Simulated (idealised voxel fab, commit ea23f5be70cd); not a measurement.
process module | voxel tone inversion
cross-section cut | 260 nm wide | cells 5 nm
A cross-section is a grid of square cells, given in bands from the top down. A band is one or more rows of cells.
Each band's line starts with the height of the band's top and of its bottom, in nm. Then come its materials from left to right, each with its width in nm. One material with "throughout" fills the band from edge to edge. "air" is empty space.
Height 0 is the level under which the wafer as received is all one material. The lowest band goes on downwards, as in "0 down".
A width such as "30 to 40" changes by the same amount from each row of cells to the next, from the band's top row to its bottom row.
"no change" after a step means that no cell of the cross-section changed.
closed voids: empty space of 8 cells or more with no open way to the top, each as width x height at its distance from the left edge, in nm
after a step's settings: what the simulator itself notes on the step
overlay nm, on a step with a mask: how far to the right of its planned place the mask lay; to the left if negative
plan
1 op RECEIVE | material Si
2 op CONFORMAL_DEP | material SiCN | thk nm 10
3 op DIRECTIONAL_DEP | material aC | thk nm 25
4 op PATTERN | tone cover | mask id POSTS | material resist | width nm 25 | pitch nm 55 | thk nm 35 | overlay nm 0
5 op DIRECTIONAL_ETCH | etch materials aC | depth nm 25
6 op STRIP | etch materials resist
7 op FILL_DEP | material SiO2 | thk nm 5
8 op CMP | height nm 35
9 op STRIP | etch materials aC
as received, after step 1
  0 down: Si throughout
  closed voids: none
a wafer at the end: this start, this plan, one mistake
  35 to 15: SiO2 60 | air 25 | SiO2 30 | air 25 | SiO2 30 | air 25 | SiO2 65
  15 to 0: SiCN throughout
  0 down: Si throughout
  closed voids: none
what went wrong: step 2 ran as: op CONFORMAL_DEP | material SiCN | thk nm 15
